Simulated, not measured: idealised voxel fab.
Herein follows the process module entitled voxel wiring stack.
It is cross-section cut that appears here, measuring 235 nm in width, its square cells being 5 nm in size.
Each cross-section below is a grid of square cells, stated as bands in top-down order, with one or more rows of cells making up each band.
It is stipulated that each band's entry specify, in nanometres, the height of the top of the band and then that of its bottom, followed by the materials of the band in left-to-right sequence, each together with its width in nanometres. A single material marked by the word "all across" is understood to fill the band from edge to edge; the word "air" is understood to denote empty space.
For the purposes of this specification, 0 denotes the height below which the wafer in its as-received condition is composed wholly of one material, and the lowermost band, lacking a lower limit, extends downward without end, as expressed in "0 and below".
Graded width ("30->40"): value in top row of band = first number; value in bottom row = second number; row-to-row change constant.
Take "no modification" at face value: in the step it is given for, the cross-section changed in none of its cells.
Closed-off voids of 8+ cells (no open route to the top) go in "Enclosed cavities", written width x height at distance from the left edge, in nm.
Text after the settings on a step's line: the simulator's own remark on that step.
Each step line may optionally specify "overlay nm", which for a step with a mask gives the rightward distance between the mask's planned place and where it lay, a negative value indicating the leftward direction.

-- Below is the list of planned process steps
1: RECEIVE (material Si)
2: CONFORMAL_DEP (material SiO2; thk nm 15)
3: DIRECTIONAL_DEP (material TiN; thk nm 5)
4: DIRECTIONAL_DEP (material W; thk nm 25)
5: DIRECTIONAL_DEP (material aC; thk nm 15)
6: PATTERN (tone cover; mask id METAL_1; material resist; width nm 25; pitch nm 45; thk nm 35; overlay nm 0)
7: DIRECTIONAL_ETCH (etch materials aC; depth nm 15)
8: STRIP (etch materials resist)
9: DIRECTIONAL_ETCH (etch materials W; depth nm 25)
10: DIRECTIONAL_ETCH (etch materials TiN; depth nm 5)
11: STRIP (etch materials aC)
12: CONFORMAL_DEP (material SiCN; thk nm 5)
13: FILL_DEP (material lowk; thk nm 10)
14: CMP (height nm 45)
15: CONFORMAL_DEP (material SiCN; thk nm 5)
16: DIRECTIONAL_DEP (material SiO2; thk nm 30)
17: DIRECTIONAL_DEP (material aC; thk nm 15)
18: PATTERN (tone open; mask id METAL_2; material resist; width nm 25; pitch nm 45; thk nm 35; overlay nm 0)
19: DIRECTIONAL_ETCH (etch materials aC; depth nm 15)
20: STRIP (etch materials resist)
21: DIRECTIONAL_ETCH (etch materials SiO2; depth nm 15)
22: STRIP (etch materials aC)
23: MASKED_ETCH (tone open; mask id METAL_2_HOLES; width nm 15; pitch nm 45; etch materials SiO2; depth nm 15; overlay nm 0)
24: MASKED_ETCH (tone open; mask id METAL_2_HOLES; width nm 15; pitch nm 45; etch materials SiCN; depth nm 5; overlay nm 0)
25: CONFORMAL_DEP (material TiN; thk nm 5)
26: FILL_DEP (material Cu; thk nm 10)
27: CMP (height nm 80)
28: CONFORMAL_DEP (material SiCN; thk nm 5)
29: DIRECTIONAL_DEP (material SiO2; thk nm 25)
30: PATTERN (tone open; mask id METAL_3; material resist; width nm 25; pitch nm 45; thk nm 15; overlay nm 0)
31: DIRECTIONAL_ETCH (etch materials SiO2; depth nm 15)
32: STRIP (etch materials resist)
33: MASKED_ETCH (tone open; mask id METAL_3_HOLES; width nm 15; pitch nm 90; etch materials SiO2; depth nm 10; overlay nm 0)
34: MASKED_ETCH (tone open; mask id METAL_3_HOLES; width nm 15; pitch nm 90; etch materials SiCN; depth nm 5; overlay nm 0)
35: CONFORMAL_DEP (material TiN; thk nm 5)
36: FILL_DEP (material Cu; thk nm 10)
37: CMP (height nm 110)
38: CONFORMAL_DEP (material SiCN; thk nm 5)
Split variable: width nm, step 33. Plan value = first wafer. Wafers start alike.

-- Cross-section: the first of several wafers in its as-received state, i.e. following step 1
  0 and below | Si all across
  Enclosed cavities: none

-- Take a look at the first of several wafers in cross-section: the module is done, and step 38 was its last step
  115 down to 110 | SiCN all across
  110 down to 100 | 60 of SiO2, then 5 of TiN, then 15 of Cu, then 5 of TiN, then 20 of SiO2, then 5 of TiN, then 15 of Cu, then 5 of TiN, then 20 of SiO2, then 5 of TiN, then 15 of Cu, then 5 of TiN, then 60 of SiO2
  100 down to 95 | 60 of SiO2, then 5 of TiN, then 5 of Cu, then 15 of TiN, then 20 of SiO2, then 25 of TiN, then 20 of SiO2, then 5 of TiN, then 5 of Cu, then 15 of TiN, then 60 of SiO2
  95 down to 85 | 60 of SiO2, then 5 of TiN, then 5 of Cu, then 5 of TiN, then 75 of SiO2, then 5 of TiN, then 5 of Cu, then 5 of TiN, then 70 of SiO2
  85 down to 80 | 60 of SiCN, then 15 of TiN, then 75 of SiCN, then 15 of TiN, then 70 of SiCN
  80 down to 70 | 60 of SiO2, then 5 of TiN, then 15 of Cu, then 5 of TiN, then 20 of SiO2, then 5 of TiN, then 15 of Cu, then 5 of TiN, then 20 of SiO2, then 5 of TiN, then 15 of Cu, then 5 of TiN, then 60 of SiO2
  70 down to 65 | 60 of SiO2, then 5 of TiN, then 5 of Cu, then 15 of TiN, then 20 of SiO2, then 5 of TiN, then 5 of Cu, then 15 of TiN, then 20 of SiO2, then 5 of TiN, then 5 of Cu, then 15 of TiN, then 60 of SiO2
  65 down to 50 | 60 of SiO2, then 5 of TiN, then 5 of Cu, then 5 of TiN, then 30 of SiO2, then 5 of TiN, then 5 of Cu, then 5 of TiN, then 30 of SiO2, then 5 of TiN, then 5 of Cu, then 5 of TiN, then 70 of SiO2
  50 down to 45 | 60 of SiCN, then 15 of TiN, then 30 of SiCN, then 15 of TiN, then 30 of SiCN, then 15 of TiN, then 70 of SiCN
  45 down to 20 | 55 of lowk, then 5 of SiCN, then 25 of W, then 5 of SiCN, then 10 of lowk, then 5 of SiCN, then 25 of W, then 5 of SiCN, then 10 of lowk, then 5 of SiCN, then 25 of W, then 5 of SiCN, then 55 of lowk
  20 down to 15 | 60 of SiCN, then 25 of TiN, then 20 of SiCN, then 25 of TiN, then 20 of SiCN, then 25 of TiN, then 60 of SiCN
  15 down to 0 | SiO2 all across
  0 and below | Si all across
  Enclosed cavities: none

-- End of module, last wafer sectioned
  115 down to 110 | SiCN all across
  110 down to 100 | 55 of SiO2, then 5->10 of TiN, then 20->15 of Cu, then 5 of TiN, then 20 of SiO2, then 5 of TiN, then 15 of Cu, then 5 of TiN, then 15 of SiO2, then 5->10 of TiN, then 20->15 of Cu, then 5 of TiN, then 60 of SiO2
  100 down to 95 | 60 of SiO2, then 5 of TiN, then 15 of Cu, then 5 of TiN, then 20 of SiO2, then 25 of TiN, then 20 of SiO2, then 5 of TiN, then 15 of Cu, then 5 of TiN, then 60 of SiO2
  95 down to 85 | 60 of SiO2, then 5 of TiN, then 15->5 of Cu, then 5->15 of TiN, then 65 of SiO2, then 5 of TiN, then 15->5 of Cu, then 5->15 of TiN, then 60 of SiO2
  85 down to 80 | 60 of SiCN, then 15 of TiN, then 75 of SiCN, then 15 of TiN, then 70 of SiCN
  80 down to 70 | 60 of SiO2, then 5 of TiN, then 15 of Cu, then 5 of TiN, then 20 of SiO2, then 5 of TiN, then 15 of Cu, then 5 of TiN, then 20 of SiO2, then 5 of TiN, then 15 of Cu, then 5 of TiN, then 60 of SiO2
  70 down to 65 | 60 of SiO2, then 5 of TiN, then 5 of Cu, then 15 of TiN, then 20 of SiO2, then 5 of TiN, then 5 of Cu, then 15 of TiN, then 20 of SiO2, then 5 of TiN, then 5 of Cu, then 15 of TiN, then 60 of SiO2
  65 down to 50 | 60 of SiO2, then 5 of TiN, then 5 of Cu, then 5 of TiN, then 30 of SiO2, then 5 of TiN, then 5 of Cu, then 5 of TiN, then 30 of SiO2, then 5 of TiN, then 5 of Cu, then 5 of TiN, then 70 of SiO2
  50 down to 45 | 60 of SiCN, then 15 of TiN, then 30 of SiCN, then 15 of TiN, then 30 of SiCN, then 15 of TiN, then 70 of SiCN
  45 down to 20 | 55 of lowk, then 5 of SiCN, then 25 of W, then 5 of SiCN, then 10 of lowk, then 5 of SiCN, then 25 of W, then 5 of SiCN, then 10 of lowk, then 5 of SiCN, then 25 of W, then 5 of SiCN, then 55 of lowk
  20 down to 15 | 60 of SiCN, then 25 of TiN, then 20 of SiCN, then 25 of TiN, then 20 of SiCN, then 25 of TiN, then 60 of SiCN
  15 down to 0 | SiO2 all across
  0 and below | Si all across
  Enclosed cavities: none

-- Per wafer, end of module: cells gained (+) or lost (-) per material since receipt, then closed voids
width nm 15 | +54 Cu | +188 SiCN | +529 SiO2 | +105 TiN | +75 W | +130 lowk | Enclosed cavities: none
width nm 20 | +58 Cu | +188 SiCN | +525 SiO2 | +105 TiN | +75 W | +130 lowk | Enclosed cavities: none
width nm 25 | +60 Cu | +188 SiCN | +521 SiO2 | +107 TiN | +75 W | +130 lowk | Enclosed cavities: none
width nm 30 | +64 Cu | +188 SiCN | +517 SiO2 | +107 TiN | +75 W | +130 lowk | Enclosed cavities: none
